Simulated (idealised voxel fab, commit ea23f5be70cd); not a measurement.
Documented hereafter: the process module known as voxel self aligned contacts.
Pictured: cross-section cut, 225 nm wide, on a grid of 5 nm square cells.
When this document writes out a cross-section, it uses a grid of square cells and lists it as bands, beginning at the top and moving down, with a band standing for one or more rows of cells. Look at the band entry: it leads with the top's height and the bottom's height in nm. Then it lists the materials left to right, with a width in nm for each. The word "all across" on a single material says that material fills the band edge to edge. The word "blank" is empty space. Convention: height 0 is the level below which the wafer, as received, is all one material. The lowest band does not terminate at the bottom but continues downward, represented as "0 and below". Width spec "30->40" -> top row of cells at first value, bottom row at second value, equal per-row change in between. What does "everything unchanged" mean for a step? It means no cell of the cross-section changed in that step. The label "Unvented cavities" introduces a list of the empty spaces, 8 cells or larger, that have no open way up to the top; each entry in it reads width x height at distance, where the distance is taken from the left edge and all three are stated in nm. Heads up: the bit after the settings on a step's line is the simulator's remark on that step. The "overlay nm" setting may appear on a step's line; for a step that uses a mask, it gives how far to the right of its planned position the mask lay, and a negative value indicates the left.

**Planned process steps**
1 RECEIVE,material Si
2 OXIDIZE,depth nm 5
3 DIRECTIONAL_DEP,material polySi,thk nm 25
4 DIRECTIONAL_DEP,material SiN,thk nm 25
5 DIRECTIONAL_DEP,material aC,thk nm 10
6 PATTERN,tone cover,mask id GATE,material resist,width nm 35,pitch nm 80,thk nm 25,overlay nm 0
7 DIRECTIONAL_ETCH,etch materials aC,depth nm 10
8 STRIP,etch materials resist
9 DIRECTIONAL_ETCH,etch materials SiN,depth nm 25
10 DIRECTIONAL_ETCH,etch materials polySi,depth nm 25
11 STRIP,etch materials aC
12 CONFORMAL_DEP,material SiN,thk nm 10
13 DIRECTIONAL_ETCH,etch materials SiN,depth nm 10
14 FILL_DEP,material SiO2,thk nm 15
15 CMP,height nm 60
16 MASKED_ETCH,tone open,mask id CONTACT,width nm 65,pitch nm 80,etch materials SiO2,depth nm 65,overlay nm 0
17 CONFORMAL_DEP,material TiN,thk nm 5
18 FILL_DEP,material W,thk nm 10
19 CMP,height nm 60
20 CONFORMAL_DEP,material SiCN,thk nm 5

**Cross-section of the wafer as it came to us, i.e., already through step 1**
0 and below | Si all across
Unvented cavities: none

**Same starting wafer, same plan as above, one mistake in the execution; this is the cross-section at the end of the module**
65 down to 60 | SiCN all across
60 down to 55 | SiO2: 40; TiN: 25; W: 15; TiN: 25; SiO2: 15; TiN: 25; W: 15; TiN: 25; SiO2: 40
55 down to 25 | SiO2: 5; SiN: 55; TiN: 5; W: 15; TiN: 5; SiN: 55; TiN: 5; W: 15; TiN: 5; SiN: 55; SiO2: 5
25 down to 10 | SiO2: 5; SiN: 10; polySi: 35; SiN: 10; TiN: 5; W: 15; TiN: 5; SiN: 10; polySi: 35; SiN: 10; TiN: 5; W: 15; TiN: 5; SiN: 10; polySi: 35; SiN: 10; SiO2: 5
10 down to 5 | SiO2: 5; SiN: 10; polySi: 35; SiN: 10; TiN: 25; SiN: 10; polySi: 35; SiN: 10; TiN: 25; SiN: 10; polySi: 35; SiN: 10; SiO2: 5
5 down to 0 | SiN: 15; polySi: 35; SiN: 45; polySi: 35; SiN: 45; polySi: 35; SiN: 15
0 down to -5 | SiO2 all across
-5 and below | Si all across
Unvented cavities: none
Short version of what went wrong: it should be noted that step 13 was executed with settings other than those planned, the operation and settings actually applied being DIRECTIONAL_ETCH,etch materials SiN,depth nm 5
